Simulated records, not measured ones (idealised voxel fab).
Process module in this document: voxel self aligned contacts
Section cut is 265 nm wide and gridded with 5 nm square cells.
In what follows, cross-sections appear as grids of square cells, described through bands that run from the top down, where every band is one or more rows of cells. Per band: top height and bottom height in nm, followed by the left-to-right materials and their widths in nm; "all across" marks a single material spanning edge to edge, "blank" marks empty space. Height is counted from the level 0, under which the received wafer is composed throughout of one material. The lowest of the bands is not closed at the bottom but continues downward, in the notation "0 down". Think of "30->40" as a width that walks from the first number to the second as you go down the band, top row to bottom row, taking equal-sized steps from row to row. A step reported as "identical to before" is a step in which no cell of the cross-section changed. "Closed void roster": empty spaces of 8 cells or more with no open way to the top, each given as width x height at distance, distance from the left edge, all in nm. That trailing text on a step's line, after the settings, is the simulator's own remark on the step. overlay nm: how far to the right of its planned place the mask lay on this masked step (negative: to the left).

Steps planned for the process:
step 1: op RECEIVE | material Si
step 2: op CONFORMAL_DEP | material SiO2 | thk nm 5
step 3: op DIRECTIONAL_DEP | material polySi | thk nm 30
step 4: op DIRECTIONAL_DEP | material SiN | thk nm 15
step 5: op DIRECTIONAL_DEP | material aC | thk nm 15
step 6: op PATTERN | tone cover | mask id GATE | material resist | width nm 25 | pitch nm 50 | thk nm 30 | overlay nm 0
step 7: op DIRECTIONAL_ETCH | etch materials aC | depth nm 15
step 8: op STRIP | etch materials resist
step 9: op DIRECTIONAL_ETCH | etch materials SiN | depth nm 15
step 10: op DIRECTIONAL_ETCH | etch materials polySi | depth nm 30
step 11: op STRIP | etch materials aC
step 12: op CONFORMAL_DEP | material SiN | thk nm 5
step 13: op DIRECTIONAL_ETCH | etch materials SiN | depth nm 5
step 14: op FILL_DEP | material SiO2 | thk nm 15
step 15: op CMP | height nm 55
step 16: op DIRECTIONAL_DEP | material aC | thk nm 5
step 17: op PATTERN | tone open | mask id CONTACT | material resist | width nm 35 | thk nm 30 | overlay nm 0
step 18: op DIRECTIONAL_ETCH | etch materials aC | depth nm 10
step 19: op STRIP | etch materials resist
step 20: op DIRECTIONAL_ETCH | etch materials SiO2 | depth nm 55
step 21: op STRIP | etch materials aC
step 22: op CONFORMAL_DEP | material TiN | thk nm 5
step 23: op FILL_DEP | material W | thk nm 5
step 24: op CMP | height nm 55
step 25: op CONFORMAL_DEP | material SiN | thk nm 5
The wafers are alike at the start. At step 16, their thk nm differs. The plan lists the first wafer's value.

Sectional view: first of several wafers, as received, after step 1:
0 down | Si all across
Closed void roster: none

End-of-module cross-section, first of several wafers, after last step 25:
60 to 55 | SiN all across
55 to 50 | SiO2 115; TiN 15; W 5; TiN 15; SiO2 115
50 to 35 | SiO2 90; SiN 35; TiN 5; W 5; TiN 5; SiN 35; SiO2 90
35 to 5 | SiO2 90; SiN 5; polySi 25; SiN 5; TiN 5; W 5; TiN 5; SiN 5; polySi 25; SiN 5; SiO2 90
5 to 0 | SiO2 125; TiN 15; SiO2 125
0 down | Si all across
Closed void roster: none

Sectional view of the last wafer upon completion of the module:
60 to 55 | SiN all across
55 to 50 | SiO2 all across
50 to 35 | SiO2 90; SiN 35; SiO2 15; SiN 35; SiO2 90
35 to 5 | SiO2 90; SiN 5; polySi 25; SiN 5; SiO2 15; SiN 5; polySi 25; SiN 5; SiO2 90
5 to 0 | SiO2 all across
0 down | Si all across
Closed void roster: none

Take any row and you have a wafer at the end of the module: how many cells of each material it has gained (+) or lost (-) since it was received, and then its closed voids:
thk nm 5; +119 SiN; +420 SiO2; +27 TiN; +10 W; +60 polySi; Closed void roster: none
thk nm 10; +119 SiN; +420 SiO2; +27 TiN; +10 W; +60 polySi; Closed void roster: none
thk nm 15; +119 SiN; +457 SiO2; +60 polySi; Closed void roster: none
thk nm 20; +119 SiN; +457 SiO2; +60 polySi; Closed void roster: none
thk nm 25; +119 SiN; +457 SiO2; +60 polySi; Closed void roster: none
